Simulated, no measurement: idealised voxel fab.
process module | voxel self aligned vias
cross-section cut | 285 nm wide | cells 5 nm
A cross-section is a grid of square cells, given in bands from the top down. A band is one or more rows of cells.
Each band's line starts with the height of the band's top and of its bottom, in nm. Then come its materials from left to right, each with its width in nm. One material with "throughout" fills the band from edge to edge. "air" is empty space.
Height 0 is the level under which the wafer as received is all one material. The lowest band goes on downwards, as in "0 down".
A width such as "30 to 40" changes by the same amount from each row of cells to the next, from the band's top row to its bottom row.
"no change" after a step means that no cell of the cross-section changed.
closed voids: empty space of 8 cells or more with no open way to the top, each as width x height at its distance from the left edge, in nm
after a step's settings: what the simulator itself notes on the step
overlay nm, on a step with a mask: how far to the right of its planned place the mask lay; to the left if negative
plan
1 op RECEIVE | material Si
2 op CONFORMAL_DEP | material SiO2 | thk nm 15
3 op CONFORMAL_DEP | material SiCN | thk nm 5
4 op DIRECTIONAL_DEP | material SiO2 | thk nm 20
5 op PATTERN | tone open | mask id LINES | material resist | width nm 20 | pitch nm 45 | thk nm 15 | overlay nm -15
6 op DIRECTIONAL_ETCH | etch materials SiO2 | depth nm 20
7 op STRIP | etch materials resist
8 op CONFORMAL_DEP | material TiN | thk nm 5
9 op FILL_DEP | material W | thk nm 5
10 op CMP | height nm 40
11 op SELECTIVE_ETCH | etch materials W Ru TiN | depth nm 5
12 op FILL_DEP | material SiN | thk nm 10
13 op CMP | height nm 40
14 op DIRECTIONAL_DEP | material SiO2 | thk nm 15
15 op DIRECTIONAL_DEP | material aC | thk nm 15
16 op PATTERN | tone open | mask id VIAS | material resist | width nm 30 | thk nm 30 | overlay nm 0
17 op DIRECTIONAL_ETCH | etch materials aC | depth nm 15
18 op STRIP | etch materials resist
19 op DIRECTIONAL_ETCH | etch materials SiO2 | depth nm 15
20 op DIRECTIONAL_ETCH | etch materials SiN | depth nm 5
21 op STRIP | etch materials aC
22 op CONFORMAL_DEP | material TiN | thk nm 5
23 op FILL_DEP | material W | thk nm 5
24 op CMP | height nm 55
25 op CONFORMAL_DEP | material SiN | thk nm 5
varied across the wafers: overlay nm of step 5. The plan shows the first wafer's value. All wafers start alike
first wafer as received, after step 1
  0 down: Si throughout
  closed voids: none
first wafer at the end, after step 25
  60 to 55: SiN throughout
  55 to 45: SiO2 105 | TiN 5 | W 20 | TiN 5 | SiO2 150
  45 to 40: SiO2 105 | TiN 30 | SiO2 150
  40 to 35: SiO2 95 | SiN 10 | TiN 10 | SiO2 25 | SiN 20 | SiO2 125
  35 to 25: SiO2 95 | TiN 5 | W 10 | TiN 5 | SiO2 25 | TiN 5 | W 10 | TiN 5 | SiO2 125
  25 to 20: SiO2 95 | TiN 20 | SiO2 25 | TiN 20 | SiO2 125
  20 to 15: SiCN throughout
  15 to 0: SiO2 throughout
  0 down: Si throughout
  closed voids: none
last wafer at the end
  60 to 55: SiN throughout
  55 to 45: SiO2 105 | TiN 5 | W 20 | TiN 5 | SiO2 150
  45 to 40: SiO2 105 | TiN 30 | SiO2 150
  40 to 35: SiO2 125 | TiN 10 | SiN 10 | SiO2 25 | SiN 20 | SiO2 95
  35 to 25: SiO2 125 | TiN 5 | W 10 | TiN 5 | SiO2 25 | TiN 5 | W 10 | TiN 5 | SiO2 95
  25 to 20: SiO2 125 | TiN 20 | SiO2 25 | TiN 20 | SiO2 95
  20 to 15: SiCN throughout
  15 to 0: SiO2 throughout
  0 down: Si throughout
  closed voids: none
each wafer at the end: cells of each material gained (+) or lost (-) since it was received, then its closed voids
overlay nm -15 | +57 SiCN | +63 SiN | +520 SiO2 | +28 TiN | +16 W | closed voids: none
overlay nm -10 | +57 SiCN | +62 SiN | +520 SiO2 | +28 TiN | +17 W | closed voids: none
overlay nm -5 | +57 SiCN | +61 SiN | +520 SiO2 | +28 TiN | +18 W | closed voids: none
overlay nm 0 | +57 SiCN | +61 SiN | +520 SiO2 | +28 TiN | +18 W | closed voids: none
overlay nm 5 | +57 SiCN | +61 SiN | +520 SiO2 | +28 TiN | +18 W | closed voids: none
overlay nm 10 | +57 SiCN | +62 SiN | +520 SiO2 | +28 TiN | +17 W | closed voids: none
overlay nm 15 | +57 SiCN | +63 SiN | +520 SiO2 | +28 TiN | +16 W | closed voids: none
